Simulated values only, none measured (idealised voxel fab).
The name of this process module is voxel self aligned contacts.
This is section cut - it's 160 nm across, gridded in 5 nm square cells.
This document writes a cross-section as a grid whose cells are square, and gives it as bands, listed from the top down; one or more rows of cells form a band. Read a band's entry like this: the first values are the height of its top and the height of its bottom in nm, and what follows is the sequence of materials from left to right, each with its width in nm. Note that "blank" is empty space, and that a single material marked "edge to edge" reaches across the band from edge to edge. Heights are expressed relative to 0, this being the level below which the as-received wafer comprises one material exclusively. The lowest band is unbounded in the downward direction and is denoted as in "0..down". You'd read "30..40" like this: the band's top row of cells is as wide as the first number, its bottom row is as wide as the second, and going down, every row changes width by the same amount as the row before did. It should be understood that the words "no alteration", when stated for a given step, signify that the cross-section underwent no change in any of its cells during that step. Empty spaces without an open route to the top, at least 8 cells in extent, make up the entry "Closed-off voids"; each is given as width x height at distance, where the distance is measured from the left edge, and all are in nm. What comes after the settings on a step's line is commentary from the simulator itself on that step. The optional step-line setting "overlay nm" applies to steps with a mask and quantifies how far to the right of its planned location the mask lay, a negative value indicating leftward placement.

## The steps planned for the process are as follows
step 1: op RECEIVE | material Si
step 2: op CONFORMAL_DEP | material SiO2 | thk nm 5
step 3: op DIRECTIONAL_DEP | material polySi | thk nm 20
step 4: op DIRECTIONAL_DEP | material SiN | thk nm 20
step 5: op MASKED_ETCH | tone cover | mask id GATE | width nm 30 | pitch nm 75 | etch materials SiN | depth nm 20 | overlay nm 0
step 6: op MASKED_ETCH | tone cover | mask id GATE | width nm 30 | pitch nm 75 | etch materials polySi | depth nm 20 | overlay nm 0
step 7: op CONFORMAL_DEP | material SiN | thk nm 10
step 8: op DIRECTIONAL_ETCH | etch materials SiN | depth nm 10
step 9: op FILL_DEP | material SiO2 | thk nm 15
step 10: op CMP | height nm 50
step 11: op PATTERN | tone open | mask id CONTACT | material resist | width nm 55 | thk nm 20 | overlay nm 0
step 12: op DIRECTIONAL_ETCH | etch materials SiO2 | depth nm 50
step 13: op STRIP | etch materials resist
step 14: op CONFORMAL_DEP | material TiN | thk nm 5
step 15: op FILL_DEP | material W | thk nm 10
step 16: op CMP | height nm 50
step 17: op CONFORMAL_DEP | material SiN | thk nm 5

## Shown in cross-section is the wafer as received, that is, as it stands after step 1
- 0..down  Si edge to edge
- Closed-off voids: none

## Module complete - cross-section of the first of two wafers, run according to plan
- 55..50  SiN edge to edge
- 50..45  SiO2: 50, then TiN: 20, then W: 15, then TiN: 20, then SiO2: 55
- 45..25  SiO2: 15, then SiN: 50, then TiN: 5, then W: 15, then TiN: 5, then SiN: 50, then SiO2: 20
- 25..5  SiO2: 15, then SiN: 10, then polySi: 30, then SiN: 10, then TiN: 5, then W: 15, then TiN: 5, then SiN: 10, then polySi: 30, then SiN: 10, then SiO2: 20
- 5..0  SiO2: 65, then TiN: 25, then SiO2: 70
- 0..down  Si edge to edge
- Closed-off voids: none

## Cross-sectional view of the second of two wafers upon completion of the module. This wafer shared its starting condition and process plan with the first; one error was made during its execution
- 55..50  SiN edge to edge
- 50..45  SiO2: 50, then TiN: 20, then W: 15, then TiN: 20, then SiO2: 55
- 45..30  SiO2: 15, then SiN: 50, then TiN: 5, then W: 15, then TiN: 5, then SiN: 50, then SiO2: 20
- 30..25  SiO2: 15, then SiN: 50, then TiN: 15, then W: 5, then TiN: 5, then SiN: 50, then SiO2: 20
- 25..5  SiO2: 15, then SiN: 10, then polySi: 40, then SiN: 10, then TiN: 5, then W: 5, then TiN: 5, then SiN: 10, then polySi: 40, then SiN: 10, then SiO2: 10
- 5..0  SiO2: 75, then TiN: 15, then SiO2: 70
- 0..down  Si edge to edge
- Closed-off voids: none
In executing the process, a mistake was made relative to the plan: step 6 deviated from plan and actually ran as op MASKED_ETCH | tone cover | mask id GATE | width nm 30 | pitch nm 75 | etch materials polySi | depth nm 20 | overlay nm 10
Materials where the second wafer ends with more or fewer cells than the first: -6 SiO2, -10 W, +16 polySi
